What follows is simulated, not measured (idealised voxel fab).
The name of this process module is voxel transistor to metal.
Shown is cross-section cut, with a width of 185 nm and square cells of size 5 nm.
Square cells in a grid make up a cross-section in this document, and the grid is given as bands, listed from the top down, each one or more rows of cells. What a band's entry tells you: where the top is and where the bottom is, as heights in nm, and after that what lies inside, material by material from left to right, each with its width in nm. Empty space is written as the word "empty", and a single material marked with the word "full width" occupies the band from edge to edge. Zero point of the height axis is 0; under it, received wafer = one material. Lowest band: continues down indefinitely, "z 0 and below". Quick explanation for "30..40": the width changes in equal steps down the rows of cells, from the first number in the band's top row to the second number in its bottom row. Any step labelled "left unchanged" changed none of the cells in the cross-section. Entry "Sealed voids" = empty spaces >= 8 cells with no open way to the top; each as width x height at distance, distance from left edge, all nm. Read whatever lies past the settings on a step's line as the simulator's own remark about the step. A step's line can hold "overlay nm"; with a mask on that step, the setting says how far right of the planned place the mask lay, while a negative setting says it lay to the left. Pairs from here to the end. Each: cross-section before one process step, cross-section after it, the latter only as far down as the lowest band that changed. Under each: the step between, and its settings. Mind that the pairs may be taken from different runs of this module on the same starting wafer; whether a pair continues from the pair above depends on its entry headed "Incoming profile", and it does only where that entry says so.

# Incoming profile
	z 40 to 25: SiO2 full width
	z 25 to 5: SiO2=65 / SiN=10 / HfO2=5 / TiN=5 / W=15 / TiN=5 / HfO2=5 / SiN=10 / SiO2=65
	z 5 to 0: SiO2=25 / SiN=10 / SiO2=30 / SiN=10 / HfO2=5 / TiN=25 / HfO2=5 / SiN=10 / SiO2=30 / SiN=10 / SiO2=25
	z 0 to -5: SiO2=35 / SiGe=5 / SiO2=20 / SiGe=5 / SiO2=5 / HfO2=45 / SiO2=5 / SiGe=5 / SiO2=20 / SiGe=5 / SiO2=35
	z -5 to -10: SiO2=30 / Si=5 / SiGe=30 / Si=55 / SiGe=30 / Si=5 / SiO2=30
	z -10 to -20: SiO2=30 / Si=125 / SiO2=30
	z -20 and below: Si full width
	Sealed voids: none

# State After Step
	z 40 to 25: empty=35 / SiO2=20 / empty=75 / SiO2=20 / empty=35
	z 25 to 5: empty=35 / SiO2=20 / empty=10 / SiN=10 / HfO2=5 / TiN=5 / W=15 / TiN=5 / HfO2=5 / SiN=10 / empty=10 / SiO2=20 / empty=35
	z 5 to 0: empty=25 / SiN=10 / SiO2=20 / empty=10 / SiN=10 / HfO2=5 / TiN=25 / HfO2=5 / SiN=10 / empty=10 / SiO2=20 / SiN=10 / empty=25
	z 0 to -5: empty=25 / SiO2=10 / SiGe=5 / SiO2=15 / empty=5 / SiGe=5 / SiO2=5 / HfO2=45 / SiO2=5 / SiGe=5 / empty=5 / SiO2=15 / SiGe=5 / SiO2=10 / empty=25
	Beneath the level -5, the cross-section is identical to its previous state.
	Sealed voids: none
Q: step between the cross-sections above? A: MASKED_ETCH with tone cover, mask id CONTACT, width nm 20, pitch nm 95, etch materials SiO2, depth nm 45, overlay nm 0

Incoming profile: starting point is the after cross-section of the pair just above.

# State After Step
	z 45 to 40: empty=30 / TiN=30 / empty=65 / TiN=30 / empty=30
	z 40 to 30: empty=30 / TiN=5 / SiO2=20 / TiN=5 / empty=65 / TiN=5 / SiO2=20 / TiN=5 / empty=30
	z 30 to 25: empty=30 / TiN=5 / SiO2=20 / TiN=75 / SiO2=20 / TiN=5 / empty=30
	z 25 to 10: empty=30 / TiN=5 / SiO2=20 / TiN=10 / SiN=10 / HfO2=5 / TiN=5 / W=15 / TiN=5 / HfO2=5 / SiN=10 / TiN=10 / SiO2=20 / TiN=5 / empty=30
	z 10 to 5: empty=20 / TiN=15 / SiO2=20 / TiN=10 / SiN=10 / HfO2=5 / TiN=5 / W=15 / TiN=5 / HfO2=5 / SiN=10 / TiN=10 / SiO2=20 / TiN=15 / empty=20
	z 5 to 0: empty=20 / TiN=5 / SiN=10 / SiO2=20 / TiN=10 / SiN=10 / HfO2=5 / TiN=25 / HfO2=5 / SiN=10 / TiN=10 / SiO2=20 / SiN=10 / TiN=5 / empty=20
	z 0 to -5: TiN=25 / SiO2=10 / SiGe=5 / SiO2=15 / TiN=5 / SiGe=5 / SiO2=5 / HfO2=45 / SiO2=5 / SiGe=5 / TiN=5 / SiO2=15 / SiGe=5 / SiO2=10 / TiN=25
	Beneath the level -5, the cross-section is identical to its previous state.
	Sealed voids: none
Q: step between the cross-sections above? A: CONFORMAL_DEP with material TiN, thk nm 5

Incoming profile: starting point is the after cross-section of the pair just above.

# State After Step
	z 50 to 45: Ru full width
	z 45 to 40: Ru=30 / TiN=30 / Ru=65 / TiN=30 / Ru=30
	z 40 to 30: Ru=30 / TiN=5 / SiO2=20 / TiN=5 / Ru=65 / TiN=5 / SiO2=20 / TiN=5 / Ru=30
	z 30 to 25: Ru=30 / TiN=5 / SiO2=20 / TiN=75 / SiO2=20 / TiN=5 / Ru=30
	z 25 to 10: Ru=30 / TiN=5 / SiO2=20 / TiN=10 / SiN=10 / HfO2=5 / TiN=5 / W=15 / TiN=5 / HfO2=5 / SiN=10 / TiN=10 / SiO2=20 / TiN=5 / Ru=30
	z 10 to 5: Ru=20 / TiN=15 / SiO2=20 / TiN=10 / SiN=10 / HfO2=5 / TiN=5 / W=15 / TiN=5 / HfO2=5 / SiN=10 / TiN=10 / SiO2=20 / TiN=15 / Ru=20
	z 5 to 0: Ru=20 / TiN=5 / SiN=10 / SiO2=20 / TiN=10 / SiN=10 / HfO2=5 / TiN=25 / HfO2=5 / SiN=10 / TiN=10 / SiO2=20 / SiN=10 / TiN=5 / Ru=20
	Beneath the level 0, the cross-section is identical to its previous state.
	Sealed voids: none
Q: step between the cross-sections above? A: FILL_DEP with material Ru, thk nm 5

Incoming profile: starting point is the after cross-section of the pair just above.

# State After Step
	z 40 to 30: Ru=30 / TiN=5 / SiO2=20 / TiN=5 / Ru=65 / TiN=5 / SiO2=20 / TiN=5 / Ru=30
	Beneath the level 30, the cross-section is identical to its previous state.
	Sealed voids: none
Q: step between the cross-sections above? A: CMP with height nm 40

Incoming profile: starting point is the after cross-section of the pair just above.

# State After Step
	z 45 to 40: SiN full width
	Beneath the level 40, the cross-section is identical to its previous state.
	Sealed voids: none
Q: step between the cross-sections above? A: CONFORMAL_DEP with material SiN, thk nm 5

Incoming profile: starting point is the after cross-section of the pair just above.

# State After Step
	z 60 to 45: SiO2 full width
	Beneath the level 45, the cross-section is identical to its previous state.
	Sealed voids: none
Q: step between the cross-sections above? A: DIRECTIONAL_DEP with material SiO2, thk nm 15

Incoming profile: starting point is the after cross-section of the pair just above.

# State After Step
	z 75 to 60: resist=35 / empty=20 / resist=75 / empty=20 / resist=35
	Beneath the level 60, the cross-section is identical to its previous state.
	Sealed voids: none
Q: step between the cross-sections above? A: PATTERN with tone open, mask id METAL_1, material resist, width nm 20, pitch nm 95, thk nm 15, overlay nm 0

Incoming profile: starting point is the after cross-section of the pair just above.

# State After Step
	z 75 to 60: resist=35 / empty=20 / resist=75 / empty=20 / resist=35
	z 60 to 45: SiO2=35 / empty=20 / SiO2=75 / empty=20 / SiO2=35
	Beneath the level 45, the cross-section is identical to its previous state.
	Sealed voids: none
Q: step between the cross-sections above? A: DIRECTIONAL_ETCH with etch materials SiO2, depth nm 15

Incoming profile: starting point is the after cross-section of the pair just above.

# State After Step
	z 75 to 60: resist=35 / empty=20 / resist=75 / empty=20 / resist=35
	z 60 to 45: SiO2=35 / empty=20 / SiO2=75 / empty=20 / SiO2=35
	z 45 to 40: SiN=35 / empty=20 / SiN=75 / empty=20 / SiN=35
	Beneath the level 40, the cross-section is identical to its previous state.
	Sealed voids: none
Q: step between the cross-sections above? A: DIRECTIONAL_ETCH with etch materials SiN, depth nm 5

Incoming profile: starting point is the after cross-section of the pair just above.

# State After Step
	z 60 to 45: SiO2=35 / empty=20 / SiO2=75 / empty=20 / SiO2=35
	Beneath the level 45, the cross-section is identical to its previous state.
	Sealed voids: none
Q: step between the cross-sections above? A: STRIP with etch materials resist

Incoming profile: starting point is the after cross-section of the pair just above.

# State After Step
	z 65 to 60: TiN=40 / empty=10 / TiN=85 / empty=10 / TiN=40
	z 60 to 45: SiO2=35 / TiN=5 / empty=10 / TiN=5 / SiO2=75 / TiN=5 / empty=10 / TiN=5 / SiO2=35
	z 45 to 40: SiN=35 / TiN=20 / SiN=75 / TiN=20 / SiN=35
	Beneath the level 40, the cross-section is identical to its previous state.
	Sealed voids: none
Q: step between the cross-sections above? A: CONFORMAL_DEP with material TiN, thk nm 5

Incoming profile: starting point is the after cross-section of the pair just above.

# State After Step
	z 75 to 65: Cu full width
	z 65 to 60: TiN=40 / Cu=10 / TiN=85 / Cu=10 / TiN=40
	z 60 to 45: SiO2=35 / TiN=5 / Cu=10 / TiN=5 / SiO2=75 / TiN=5 / Cu=10 / TiN=5 / SiO2=35
	Beneath the level 45, the cross-section is identical to its previous state.
	Sealed voids: none
Q: step between the cross-sections above? A: FILL_DEP with material Cu, thk nm 10

Incoming profile: starting point is the after cross-section of the pair just above.

# State After Step
	z 60 to 45: SiO2=35 / TiN=5 / Cu=10 / TiN=5 / SiO2=75 / TiN=5 / Cu=10 / TiN=5 / SiO2=35
	Beneath the level 45, the cross-section is identical to its previous state.
	Sealed voids: none
Q: step between the cross-sections above? A: CMP with height nm 60

Incoming profile: starting point is the after cross-section of the pair just above.

# State After Step
	z 65 to 60: SiN full width
	Beneath the level 60, the cross-section is identical to its previous state.
	Sealed voids: none
Q: step between the cross-sections above? A: CONFORMAL_DEP with material SiN, thk nm 5
